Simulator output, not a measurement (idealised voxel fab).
Process module name: voxel fin reveal
FYI the section here is cut, 175 nm wide, cells are 5 nm squares.
Heads up, the way a cross-section reads in here is a grid of square cells, handed over as bands from the top down, with every band being one or more rows of cells. First you get the band's top height and its bottom height, in nm, and then the materials it's made of, left to right, with each width in nm. If you see a single material with "edge to edge", that one covers the band edge to edge. "blank" is empty space. Note: height 0 marks the level under which the wafer is uniformly one material as received. Lowest band unbounded below, written "top 0, no bottom". The expression "30 to 40" gives the width at the extremes of the band, the first number at its top row of cells and the second at its bottom row, with the width changing by equal amounts from each row to the next in between. It should be understood that the words "nothing got changed", when stated for a given step, signify that the cross-section underwent no change in any of its cells during that step. Empty spaces counting at least 8 cells and having no open way to the top are listed in "Closed void listing". The notation width x height at distance is used for each, the distance being from the left edge and all three values in nm. On a step's line, text after the settings is the simulator commenting on that step. overlay nm: step with mask; distance mask lay right of planned place; negative value = left of planned place.

### The steps planned for the process are as follows
step 1: RECEIVE, material Si
step 2: CONFORMAL_DEP, material SiN, thk nm 10
step 3: DIRECTIONAL_DEP, material aC, thk nm 10
step 4: PATTERN, tone cover, mask id FINS, material resist, width nm 15, pitch nm 45, thk nm 25, overlay nm 0
step 5: DIRECTIONAL_ETCH, etch materials aC, depth nm 10
step 6: STRIP, etch materials resist
step 7: DIRECTIONAL_ETCH, etch materials SiN, depth nm 10
step 8: DIRECTIONAL_ETCH, etch materials Si, depth nm 35
step 9: STRIP, etch materials aC
step 10: FILL_DEP, material SiO2, thk nm 15
step 11: CMP, height nm 10
step 12: SELECTIVE_ETCH, etch materials SiO2, depth nm 35
step 13: STRIP, etch materials SiN

### Concerning the first of two wafers, which was run in accordance with the plan

### Incoming wafer, cross-sectional view, post step 1
	top 0, no bottom | Si edge to edge
	Closed void listing: none

### Cross-section of the wafer subsequent to step 2
	top 10, bottom 0 | SiN edge to edge
	below 0: unchanged

### Cross-section of the wafer subsequent to step 3
	top 20, bottom 10 | aC edge to edge
	below 10: unchanged

### Cross-section of the wafer subsequent to step 4
	top 45, bottom 20 | blank 35 nm / resist 15 nm / blank 30 nm / resist 15 nm / blank 30 nm / resist 15 nm / blank 35 nm
	below 20: unchanged

### Cross-section of the wafer subsequent to step 5
	top 35, bottom 20 | blank 35 nm / resist 15 nm / blank 30 nm / resist 15 nm / blank 30 nm / resist 15 nm / blank 35 nm
	top 20, bottom 10 | blank 35 nm / aC 15 nm / blank 30 nm / aC 15 nm / blank 30 nm / aC 15 nm / blank 35 nm
	below 10: unchanged

### Cross-section of the wafer subsequent to step 6
	top 20, bottom 10 | blank 35 nm / aC 15 nm / blank 30 nm / aC 15 nm / blank 30 nm / aC 15 nm / blank 35 nm
	below 10: unchanged

### Cross-section of the wafer subsequent to step 7
	top 20, bottom 10 | blank 35 nm / aC 15 nm / blank 30 nm / aC 15 nm / blank 30 nm / aC 15 nm / blank 35 nm
	top 10, bottom 0 | blank 35 nm / SiN 15 nm / blank 30 nm / SiN 15 nm / blank 30 nm / SiN 15 nm / blank 35 nm
	below 0: unchanged

### Cross-section of the wafer subsequent to step 8
	top 20, bottom 10 | blank 35 nm / aC 15 nm / blank 30 nm / aC 15 nm / blank 30 nm / aC 15 nm / blank 35 nm
	top 10, bottom 0 | blank 35 nm / SiN 15 nm / blank 30 nm / SiN 15 nm / blank 30 nm / SiN 15 nm / blank 35 nm
	top 0, bottom -35 | blank 35 nm / Si 15 nm / blank 30 nm / Si 15 nm / blank 30 nm / Si 15 nm / blank 35 nm
	below -35: unchanged

### Cross-section of the wafer subsequent to step 9
	top 10, bottom 0 | blank 35 nm / SiN 15 nm / blank 30 nm / SiN 15 nm / blank 30 nm / SiN 15 nm / blank 35 nm
	below 0: unchanged

### Cross-section of the wafer subsequent to step 10
	top 25, bottom 10 | SiO2 edge to edge
	top 10, bottom 0 | SiO2 35 nm / SiN 15 nm / SiO2 30 nm / SiN 15 nm / SiO2 30 nm / SiN 15 nm / SiO2 35 nm
	top 0, bottom -35 | SiO2 35 nm / Si 15 nm / SiO2 30 nm / Si 15 nm / SiO2 30 nm / Si 15 nm / SiO2 35 nm
	below -35: unchanged

### Cross-section of the wafer subsequent to step 11
	top 10, bottom 0 | SiO2 35 nm / SiN 15 nm / SiO2 30 nm / SiN 15 nm / SiO2 30 nm / SiN 15 nm / SiO2 35 nm
	below 0: unchanged

### Cross-section of the wafer subsequent to step 12
	top 10, bottom 0 | blank 35 nm / SiN 15 nm / blank 30 nm / SiN 15 nm / blank 30 nm / SiN 15 nm / blank 35 nm
	top 0, bottom -25 | blank 35 nm / Si 15 nm / blank 30 nm / Si 15 nm / blank 30 nm / Si 15 nm / blank 35 nm
	below -25: unchanged

### Cross-section of the wafer subsequent to step 13
	top 0, bottom -25 | blank 35 nm / Si 15 nm / blank 30 nm / Si 15 nm / blank 30 nm / Si 15 nm / blank 35 nm
	below -25: unchanged

### Wafer two of the pair: same origin, same plan, one error during the run; identical to wafer one up to and including step 3

### Cross-sectional representation of the second wafer at the time designated in the plan for the completion of step 4
	top 45, bottom 20 | blank 25 nm / resist 15 nm / blank 30 nm / resist 15 nm / blank 30 nm / resist 15 nm / blank 45 nm
	below 20: unchanged

### Cross-sectional representation of the second wafer at the time designated in the plan for the completion of step 5
	top 35, bottom 20 | blank 25 nm / resist 15 nm / blank 30 nm / resist 15 nm / blank 30 nm / resist 15 nm / blank 45 nm
	top 20, bottom 10 | blank 25 nm / aC 15 nm / blank 30 nm / aC 15 nm / blank 30 nm / aC 15 nm / blank 45 nm
	below 10: unchanged

### Cross-sectional representation of the second wafer at the time designated in the plan for the completion of step 6
	top 20, bottom 10 | blank 25 nm / aC 15 nm / blank 30 nm / aC 15 nm / blank 30 nm / aC 15 nm / blank 45 nm
	below 10: unchanged

### Cross-sectional representation of the second wafer at the time designated in the plan for the completion of step 7
	top 20, bottom 10 | blank 25 nm / aC 15 nm / blank 30 nm / aC 15 nm / blank 30 nm / aC 15 nm / blank 45 nm
	top 10, bottom 0 | blank 25 nm / SiN 15 nm / blank 30 nm / SiN 15 nm / blank 30 nm / SiN 15 nm / blank 45 nm
	below 0: unchanged

### Cross-sectional representation of the second wafer at the time designated in the plan for the completion of step 8
	top 20, bottom 10 | blank 25 nm / aC 15 nm / blank 30 nm / aC 15 nm / blank 30 nm / aC 15 nm / blank 45 nm
	top 10, bottom 0 | blank 25 nm / SiN 15 nm / blank 30 nm / SiN 15 nm / blank 30 nm / SiN 15 nm / blank 45 nm
	top 0, bottom -35 | blank 25 nm / Si 15 nm / blank 30 nm / Si 15 nm / blank 30 nm / Si 15 nm / blank 45 nm
	below -35: unchanged

### Cross-sectional representation of the second wafer at the time designated in the plan for the completion of step 9
	top 10, bottom 0 | blank 25 nm / SiN 15 nm / blank 30 nm / SiN 15 nm / blank 30 nm / SiN 15 nm / blank 45 nm
	below 0: unchanged

### Cross-sectional representation of the second wafer at the time designated in the plan for the completion of step 10
	top 25, bottom 10 | SiO2 edge to edge
	top 10, bottom 0 | SiO2 25 nm / SiN 15 nm / SiO2 30 nm / SiN 15 nm / SiO2 30 nm / SiN 15 nm / SiO2 45 nm
	top 0, bottom -35 | SiO2 25 nm / Si 15 nm / SiO2 30 nm / Si 15 nm / SiO2 30 nm / Si 15 nm / SiO2 45 nm
	below -35: unchanged

### Cross-sectional representation of the second wafer at the time designated in the plan for the completion of step 11
	top 10, bottom 0 | SiO2 25 nm / SiN 15 nm / SiO2 30 nm / SiN 15 nm / SiO2 30 nm / SiN 15 nm / SiO2 45 nm
	below 0: unchanged

### Cross-sectional representation of the second wafer at the time designated in the plan for the completion of step 12
	top 10, bottom 0 | blank 25 nm / SiN 15 nm / blank 30 nm / SiN 15 nm / blank 30 nm / SiN 15 nm / blank 45 nm
	top 0, bottom -25 | blank 25 nm / Si 15 nm / blank 30 nm / Si 15 nm / blank 30 nm / Si 15 nm / blank 45 nm
	below -25: unchanged

### Cross-sectional representation of the second wafer at the time designated in the plan for the completion of step 13
	top 0, bottom -25 | blank 25 nm / Si 15 nm / blank 30 nm / Si 15 nm / blank 30 nm / Si 15 nm / blank 45 nm
	below -25: unchanged
Where did the run depart from the plan? rather than as planned, step 4 actually ran as PATTERN, tone cover, mask id FINS, material resist, width nm 15, pitch nm 45, thk nm 25, overlay nm -10
Final wafers compared: equal cell tally per material, rearranged layout.
